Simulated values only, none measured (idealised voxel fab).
Process module name: voxel fin reveal
Section cut is 270 nm wide and gridded with 5 nm square cells.
Bands, listed from the top down, are how a cross-section gets written in this document; the cross-section itself is a grid of square cells, and a band is one or more rows of them. Within each band entry, the heights of the top and of the bottom of the band appear first, in that order and in nm; the materials of the band then follow from left to right, each with its corresponding width in nm. The designation "all across" on a single material indicates that it fills the band from edge to edge; the designation "air" indicates empty space. Heights are expressed relative to 0, this being the level below which the as-received wafer comprises one material exclusively. The lowest band is unbounded in the downward direction and is denoted as in "0 down". Read "30 to 40" as a graded width: first number on top, second number at the bottom, same change between each pair of neighbouring rows. Any step labelled "no change" changed none of the cells in the cross-section. "Voids, fully enclosed" specifies each empty space that is not open to the top and that occupies no fewer than 8 cells, using the form width x height at distance, the distance measured from the left edge and all three quantities in nm. Past the settings on a step's line: simulator remark, on that step. A step's line can hold "overlay nm"; with a mask on that step, the setting says how far right of the planned place the mask lay, while a negative setting says it lay to the left.

[Listed below are the process steps as planned]
1: RECEIVE, material Si
2: CONFORMAL_DEP, material SiN, thk nm 5
3: PATTERN, tone cover, mask id FINS, material resist, width nm 15, pitch nm 45, thk nm 20, overlay nm 0
4: DIRECTIONAL_ETCH, etch materials SiN, depth nm 5
5: DIRECTIONAL_ETCH, etch materials Si, depth nm 30
6: STRIP, etch materials resist
7: FILL_DEP, material SiO2, thk nm 15
8: CMP, height nm 5
9: SELECTIVE_ETCH, etch materials SiO2, depth nm 15
10: STRIP, etch materials SiN
11: CONFORMAL_DEP, material HfO2, thk nm 5

[The first of two wafers, run as planned]

[Incoming wafer in cross-section (state: after step 1)]
- 0 down: Si all across
- Voids, fully enclosed: none

[Cross-section of the wafer after step 2]
- 5 to 0: SiN all across
- Unchanged below 0.

[Cross-section of the wafer after step 3]
- 25 to 5: air: 80, then resist: 15, then air: 30, then resist: 15, then air: 30, then resist: 15, then air: 85
- Unchanged below 5.

[Cross-section of the wafer after step 4]
- 25 to 5: air: 80, then resist: 15, then air: 30, then resist: 15, then air: 30, then resist: 15, then air: 85
- 5 to 0: air: 80, then SiN: 15, then air: 30, then SiN: 15, then air: 30, then SiN: 15, then air: 85
- Unchanged below 0.

[Cross-section of the wafer after step 5]
- 25 to 5: air: 80, then resist: 15, then air: 30, then resist: 15, then air: 30, then resist: 15, then air: 85
- 5 to 0: air: 80, then SiN: 15, then air: 30, then SiN: 15, then air: 30, then SiN: 15, then air: 85
- 0 to -30: air: 80, then Si: 15, then air: 30, then Si: 15, then air: 30, then Si: 15, then air: 85
- Unchanged below -30.

[Cross-section of the wafer after step 6]
- 5 to 0: air: 80, then SiN: 15, then air: 30, then SiN: 15, then air: 30, then SiN: 15, then air: 85
- Unchanged below 0.

[Cross-section of the wafer after step 7]
- 20 to 5: SiO2 all across
- 5 to 0: SiO2: 80, then SiN: 15, then SiO2: 30, then SiN: 15, then SiO2: 30, then SiN: 15, then SiO2: 85
- 0 to -30: SiO2: 80, then Si: 15, then SiO2: 30, then Si: 15, then SiO2: 30, then Si: 15, then SiO2: 85
- Unchanged below -30.

[Cross-section of the wafer after step 8]
- 5 to 0: SiO2: 80, then SiN: 15, then SiO2: 30, then SiN: 15, then SiO2: 30, then SiN: 15, then SiO2: 85
- Unchanged below 0.

[Cross-section of the wafer after step 9]
- 5 to 0: air: 80, then SiN: 15, then air: 30, then SiN: 15, then air: 30, then SiN: 15, then air: 85
- 0 to -10: air: 80, then Si: 15, then air: 30, then Si: 15, then air: 30, then Si: 15, then air: 85
- Unchanged below -10.

[Cross-section of the wafer after step 10]
- 0 to -10: air: 80, then Si: 15, then air: 30, then Si: 15, then air: 30, then Si: 15, then air: 85
- Unchanged below -10.

[Cross-section of the wafer after step 11]
- 5 to 0: air: 75, then HfO2: 25, then air: 20, then HfO2: 25, then air: 20, then HfO2: 25, then air: 80
- 0 to -5: air: 75, then HfO2: 5, then Si: 15, then HfO2: 5, then air: 20, then HfO2: 5, then Si: 15, then HfO2: 5, then air: 20, then HfO2: 5, then Si: 15, then HfO2: 5, then air: 80
- -5 to -10: HfO2: 80, then Si: 15, then HfO2: 30, then Si: 15, then HfO2: 30, then Si: 15, then HfO2: 85
- Unchanged below -10.

[Second wafer - shared start and plan with the first - one error in running - same as the first up to step 2 inclusive]

[Second wafer cross-section, taken as of the time the plan sets for step 3 to be done]
- 25 to 5: air: 75, then resist: 25, then air: 20, then resist: 25, then air: 20, then resist: 25, then air: 80
- Unchanged below 5.

[Second wafer cross-section, taken as of the time the plan sets for step 4 to be done]
- 25 to 5: air: 75, then resist: 25, then air: 20, then resist: 25, then air: 20, then resist: 25, then air: 80
- 5 to 0: air: 75, then SiN: 25, then air: 20, then SiN: 25, then air: 20, then SiN: 25, then air: 80
- Unchanged below 0.

[Second wafer cross-section, taken as of the time the plan sets for step 5 to be done]
- 25 to 5: air: 75, then resist: 25, then air: 20, then resist: 25, then air: 20, then resist: 25, then air: 80
- 5 to 0: air: 75, then SiN: 25, then air: 20, then SiN: 25, then air: 20, then SiN: 25, then air: 80
- 0 to -30: air: 75, then Si: 25, then air: 20, then Si: 25, then air: 20, then Si: 25, then air: 80
- Unchanged below -30.

[Second wafer cross-section, taken as of the time the plan sets for step 6 to be done]
- 5 to 0: air: 75, then SiN: 25, then air: 20, then SiN: 25, then air: 20, then SiN: 25, then air: 80
- Unchanged below 0.

[Second wafer cross-section, taken as of the time the plan sets for step 7 to be done]
- 20 to 5: SiO2 all across
- 5 to 0: SiO2: 75, then SiN: 25, then SiO2: 20, then SiN: 25, then SiO2: 20, then SiN: 25, then SiO2: 80
- 0 to -30: SiO2: 75, then Si: 25, then SiO2: 20, then Si: 25, then SiO2: 20, then Si: 25, then SiO2: 80
- Unchanged below -30.

[Second wafer cross-section, taken as of the time the plan sets for step 8 to be done]
- 5 to 0: SiO2: 75, then SiN: 25, then SiO2: 20, then SiN: 25, then SiO2: 20, then SiN: 25, then SiO2: 80
- Unchanged below 0.

[Second wafer cross-section, taken as of the time the plan sets for step 9 to be done]
- 5 to 0: air: 75, then SiN: 25, then air: 20, then SiN: 25, then air: 20, then SiN: 25, then air: 80
- 0 to -10: air: 75, then Si: 25, then air: 20, then Si: 25, then air: 20, then Si: 25, then air: 80
- Unchanged below -10.

[Second wafer cross-section, taken as of the time the plan sets for step 10 to be done]
- 0 to -10: air: 75, then Si: 25, then air: 20, then Si: 25, then air: 20, then Si: 25, then air: 80
- Unchanged below -10.

[Second wafer cross-section, taken as of the time the plan sets for step 11 to be done]
- 5 to 0: air: 70, then HfO2: 35, then air: 10, then HfO2: 35, then air: 10, then HfO2: 35, then air: 75
- 0 to -5: air: 70, then HfO2: 5, then Si: 25, then HfO2: 5, then air: 10, then HfO2: 5, then Si: 25, then HfO2: 5, then air: 10, then HfO2: 5, then Si: 25, then HfO2: 5, then air: 75
- -5 to -10: HfO2: 75, then Si: 25, then HfO2: 20, then Si: 25, then HfO2: 20, then Si: 25, then HfO2: 80
- Unchanged below -10.
Processing error: step 3 changed vs plan, executed as PATTERN, tone cover, mask id FINS, material resist, width nm 25, pitch nm 45, thk nm 20, overlay nm 0
Counted in cells at the end, the second wafer holds more or fewer of these materials than the first: +36 Si, -24 SiO2
